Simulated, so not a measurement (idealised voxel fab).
The document below concerns the process module designated voxel capacitor over wiring.
Displayed cross-section: cut, width of 215 nm, square cells sized 5 nm.
Heads up, the way a cross-section reads in here is a grid of square cells, handed over as bands from the top down, with every band being one or more rows of cells.
Quick guide to a band line: top height, bottom height (nm) up front; then every material left to right with its width in nm. Only one material and it's marked "everywhere"? Then it fills the band edge to edge. And "blank" just means empty space.
Heights are expressed relative to 0, this being the level below which the as-received wafer comprises one material exclusively. The lowest band is unbounded in the downward direction and is denoted as in "top 0, no bottom".
When a width is written as two numbers, as in "30..40", the first number is the width in the top row of cells of the band and the second is the width in its bottom row, and the width changes by the same amount from each row to the next.
Reading "no alteration" for a step: not a cell of the cross-section changed in it.
If an empty space has no open way to the top and is at least 8 cells in size, "Closed void entries" lists it, written width x height at distance, where distance is measured from the left edge and every value is in nm.
On each step's line, the part that comes after the settings is the simulator's own comment on the step.
Steps that use a mask can have "overlay nm" on their line. It says how far the mask sat to the right of where it was meant to be. Negative means to the left.
Set out below are the planned steps of the process
1) RECEIVE with material Si
2) CONFORMAL_DEP with material SiO2, thk nm 15
3) DIRECTIONAL_DEP with material TiN, thk nm 5
4) DIRECTIONAL_DEP with material Ru, thk nm 25
5) PATTERN with tone cover, mask id METAL_1, material resist, width nm 20, pitch nm 80, thk nm 15, overlay nm 0
6) DIRECTIONAL_ETCH with etch materials Ru, depth nm 25
7) DIRECTIONAL_ETCH with etch materials TiN, depth nm 5
8) STRIP with etch materials resist
9) FILL_DEP with material SiO2, thk nm 5
10) CMP with height nm 45
11) CONFORMAL_DEP with material SiCN, thk nm 5
12) DIRECTIONAL_DEP with material SiO2, thk nm 10
13) PATTERN with tone open, mask id PLUG_1, material resist, width nm 15, thk nm 15, overlay nm 0
14) DIRECTIONAL_ETCH with etch materials SiO2, depth nm 10
15) DIRECTIONAL_ETCH with etch materials SiCN, depth nm 5
16) STRIP with etch materials resist
17) EPI with material Ru, thk nm 10
18) EPI with material Ru, thk nm 5
19) DIRECTIONAL_DEP with material TiN, thk nm 10
20) DIRECTIONAL_DEP with material Al2O3, thk nm 5
21) DIRECTIONAL_DEP with material TiN, thk nm 5
22) DIRECTIONAL_DEP with material aC, thk nm 15
23) PATTERN with tone cover, mask id UPPER_PLATE, material resist, width nm 65, thk nm 30, overlay nm 0
24) DIRECTIONAL_ETCH with etch materials aC, depth nm 15
25) STRIP with etch materials resist
26) DIRECTIONAL_ETCH with etch materials TiN, depth nm 5
27) DIRECTIONAL_ETCH with etch materials Al2O3, depth nm 5
28) STRIP with etch materials aC
29) PATTERN with tone cover, mask id LOWER_PLATE, material resist, width nm 75, thk nm 20, overlay nm 0
30) DIRECTIONAL_ETCH with etch materials TiN, depth nm 10
31) STRIP with etch materials resist
32) FILL_DEP with material SiO2, thk nm 15
33) CMP with height nm 90
34) PATTERN with tone open, mask id PLUG_2, material resist, width nm 15, thk nm 15, overlay nm 0
35) DIRECTIONAL_ETCH with etch materials SiO2, depth nm 10
36) STRIP with etch materials resist
37) CONFORMAL_DEP with material TiN, thk nm 5
38) FILL_DEP with material W, thk nm 10
39) CMP with height nm 90
40) CONFORMAL_DEP with material SiCN, thk nm 5
As received, after step 1
* top 0, no bottom | Si everywhere
* Closed void entries: none
Starting wafer: above. Plan: above. Run: one mistake. Cross-section after the module: below
* top 95, bottom 90 | SiCN everywhere
* top 90, bottom 85 | 70 of SiO2, 5 of TiN, 5 of W, 5 of TiN, 130 of SiO2
* top 85, bottom 75 | 70..60 of SiO2, 15..65 of TiN, 130..90 of SiO2
* top 75, bottom 70 | 60 of SiO2, 65 of Al2O3, 90 of SiO2
* top 70, bottom 60 | 55 of SiO2, 75 of TiN, 85 of SiO2
* top 60, bottom 50 | 60 of SiO2, 20 of Ru, 135 of SiO2
* top 50, bottom 45 | 60 of SiCN, 20 of Ru, 135 of SiCN
* top 45, bottom 20 | 55 of SiO2, 20 of Ru, 60 of SiO2, 20 of Ru, 60 of SiO2
* top 20, bottom 15 | 55 of SiO2, 20 of TiN, 60 of SiO2, 20 of TiN, 60 of SiO2
* top 15, bottom 0 | SiO2 everywhere
* top 0, no bottom | Si everywhere
* Closed void entries: none
Misprocessing identified: so step 13 ended up running with a different setting than we planned, it ran as PATTERN with tone open, mask id PLUG_1, material resist, width nm 20, thk nm 15, overlay nm 0
